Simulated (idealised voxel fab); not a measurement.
The document below concerns the process module designated voxel transistor to metal.
cross-section cut | 185 nm wide | cells 5 nm
Think of the cross-section as a grid of square cells. We describe it in bands, top to bottom, and each band covers one or more rows of those cells. Quick guide to a band line: top height, bottom height (nm) up front; then every material left to right with its width in nm. Only one material and it's marked "edge to edge"? Then it fills the band edge to edge. And "blank" just means empty space. Heights from 0 (as-received wafer is one material below). Bottom band endless downward, as "0..down". Top row gets the first number, bottom row gets the second, and each row in between changes by the same step: that is how a band width like "30..40" works. "no change" -> step changed no cross-section cell. If an empty space has no open way to the top and is at least 8 cells in size, "Unvented voids" lists it, written width x height at distance, where distance is measured from the left edge and every value is in nm. If you see something after the settings on a step's line, that's the simulator's own remark about that step. Regarding "overlay nm": on a step with a mask, it is the distance the mask lay to the right of its planned place; a negative value places it to the left.

**These are the steps we planned for the process**
step 1: RECEIVE with material Si
step 2: CONFORMAL_DEP with material SiO2, thk nm 5
step 3: CONFORMAL_DEP with material SiN, thk nm 10
step 4: MASKED_ETCH with tone cover, mask id ACTIVE, width nm 120, etch materials SiN, depth nm 10, overlay nm 0
step 5: MASKED_ETCH with tone cover, mask id ACTIVE, width nm 120, etch materials SiO2, depth nm 5, overlay nm 0
step 6: MASKED_ETCH with tone cover, mask id ACTIVE, width nm 120, etch materials Si, depth nm 20, overlay nm 0
step 7: OXIDIZE with depth nm 5
step 8: FILL_DEP with material SiO2, thk nm 5
step 9: CMP with height nm 15
step 10: SELECTIVE_ETCH with etch materials SiO2, depth nm 10
step 11: STRIP with etch materials SiN
step 12: SELECTIVE_ETCH with etch materials SiO2, depth nm 5
step 13: OXIDIZE with depth nm 5
step 14: DIRECTIONAL_DEP with material polySi, thk nm 25
step 15: DIRECTIONAL_DEP with material SiCN, thk nm 10
step 16: MASKED_ETCH with tone cover, mask id GATE, width nm 30, etch materials SiCN, depth nm 20, overlay nm 0
step 17: MASKED_ETCH with tone cover, mask id GATE, width nm 30, etch materials polySi, depth nm 35, overlay nm 0
step 18: CONFORMAL_DEP with material SiO2, thk nm 5
step 19: DIRECTIONAL_ETCH with etch materials SiO2, depth nm 5
step 20: CONFORMAL_DEP with material SiN, thk nm 5
step 21: DIRECTIONAL_ETCH with etch materials SiN, depth nm 5
step 22: DIRECTIONAL_ETCH with etch materials SiO2, depth nm 5
step 23: DIRECTIONAL_ETCH with etch materials Si, depth nm 15
step 24: EPI with material SiGe, thk nm 20
step 25: FILL_DEP with material SiO2, thk nm 10
step 26: CMP with height nm 25
step 27: STRIP with etch materials polySi
step 28: SELECTIVE_ETCH with etch materials SiO2, depth nm 5
step 29: CONFORMAL_DEP with material HfO2, thk nm 5
step 30: CONFORMAL_DEP with material TiN, thk nm 5
step 31: FILL_DEP with material W, thk nm 10
step 32: CMP with height nm 20
step 33: DIRECTIONAL_DEP with material SiO2, thk nm 10
step 34: DIRECTIONAL_DEP with material aC, thk nm 10
step 35: PATTERN with tone open, mask id CONTACT, material resist, width nm 20, pitch nm 90, thk nm 25, overlay nm 0
step 36: DIRECTIONAL_ETCH with etch materials aC, depth nm 10
step 37: STRIP with etch materials resist
step 38: DIRECTIONAL_ETCH with etch materials SiO2, depth nm 30
step 39: STRIP with etch materials aC
step 40: CONFORMAL_DEP with material TiN, thk nm 5
step 41: FILL_DEP with material Ru, thk nm 5
step 42: CMP with height nm 30
step 43: CONFORMAL_DEP with material SiCN, thk nm 5
step 44: DIRECTIONAL_DEP with material lowk, thk nm 25
step 45: DIRECTIONAL_DEP with material aC, thk nm 15
step 46: PATTERN with tone open, mask id METAL_1, material resist, width nm 20, pitch nm 90, thk nm 35, overlay nm 0
step 47: DIRECTIONAL_ETCH with etch materials aC, depth nm 15
step 48: STRIP with etch materials resist
step 49: DIRECTIONAL_ETCH with etch materials lowk, depth nm 25
step 50: DIRECTIONAL_ETCH with etch materials SiCN, depth nm 5
step 51: STRIP with etch materials aC
step 52: CONFORMAL_DEP with material TiN, thk nm 5
step 53: FILL_DEP with material Ru, thk nm 5
step 54: CMP with height nm 60
step 55: CONFORMAL_DEP with material SiCN, thk nm 5

**Incoming wafer, cross-sectional view, post step 1**
* 0..down  Si edge to edge
* Unvented voids: none

**The first of the two wafers as seen in cross-section once the module was finished; processing followed the plan**
* 65..60  SiCN edge to edge
* 60..35  lowk=35, then TiN=5, then Ru=10, then TiN=5, then lowk=70, then TiN=5, then Ru=10, then TiN=5, then lowk=40
* 35..30  SiCN=35, then TiN=20, then SiCN=70, then TiN=20, then SiCN=40
* 30..20  SiO2=35, then TiN=5, then Ru=10, then TiN=5, then SiO2=70, then TiN=5, then Ru=10, then TiN=5, then SiO2=40
* 20..15  SiO2=35, then TiN=20, then SiO2=10, then SiN=5, then HfO2=5, then TiN=5, then W=20, then TiN=5, then HfO2=5, then SiN=5, then SiO2=10, then TiN=20, then SiO2=40
* 15..5  SiO2=35, then TiN=10, then SiGe=20, then SiN=5, then HfO2=5, then TiN=5, then W=20, then TiN=5, then HfO2=5, then SiN=5, then SiGe=20, then TiN=10, then SiO2=40
* 5..0  SiO2=35, then TiN=10, then SiGe=20, then SiN=5, then HfO2=5, then TiN=30, then HfO2=5, then SiN=5, then SiGe=20, then TiN=10, then SiO2=40
* 0..-5  SiO2=30, then SiGe=35, then SiO2=5, then HfO2=40, then SiO2=5, then SiGe=35, then SiO2=35
* -5..-20  SiO2=35, then SiGe=30, then Si=50, then SiGe=30, then SiO2=40
* -20..-25  SiO2=35, then Si=110, then SiO2=40
* -25..down  Si edge to edge
* Unvented voids: none

**Second wafer through the module, sectioned at the end: same beginning and same plan as the first wafer, with one mistake in carrying it out**
* 65..60  SiCN edge to edge
* 60..35  lowk=30, then TiN=5, then Ru=20, then TiN=5, then lowk=60, then TiN=5, then Ru=20, then TiN=5, then lowk=35
* 35..30  SiCN=30, then TiN=30, then SiCN=60, then TiN=30, then SiCN=35
* 30..20  SiO2=35, then TiN=5, then Ru=10, then TiN=5, then SiO2=70, then TiN=5, then Ru=10, then TiN=5, then SiO2=40
* 20..15  SiO2=35, then TiN=20, then SiO2=10, then SiN=5, then HfO2=5, then TiN=5, then W=20, then TiN=5, then HfO2=5, then SiN=5, then SiO2=10, then TiN=20, then SiO2=40
* 15..5  SiO2=35, then TiN=10, then SiGe=20, then SiN=5, then HfO2=5, then TiN=5, then W=20, then TiN=5, then HfO2=5, then SiN=5, then SiGe=20, then TiN=10, then SiO2=40
* 5..0  SiO2=35, then TiN=10, then SiGe=20, then SiN=5, then HfO2=5, then TiN=30, then HfO2=5, then SiN=5, then SiGe=20, then TiN=10, then SiO2=40
* 0..-5  SiO2=30, then SiGe=35, then SiO2=5, then HfO2=40, then SiO2=5, then SiGe=35, then SiO2=35
* -5..-20  SiO2=35, then SiGe=30, then Si=50, then SiGe=30, then SiO2=40
* -20..-25  SiO2=35, then Si=110, then SiO2=40
* -25..down  Si edge to edge
* Unvented voids: none
Short version of what went wrong: step 46 ran differently from the plan; actual operation with settings: PATTERN with tone open, mask id METAL_1, material resist, width nm 30, pitch nm 90, thk nm 35, overlay nm 0
Final difference in cells, second wafer against first, listed per material as more or fewer: 20 more of Ru, 4 fewer of SiCN, 4 more of TiN, 20 fewer of lowk
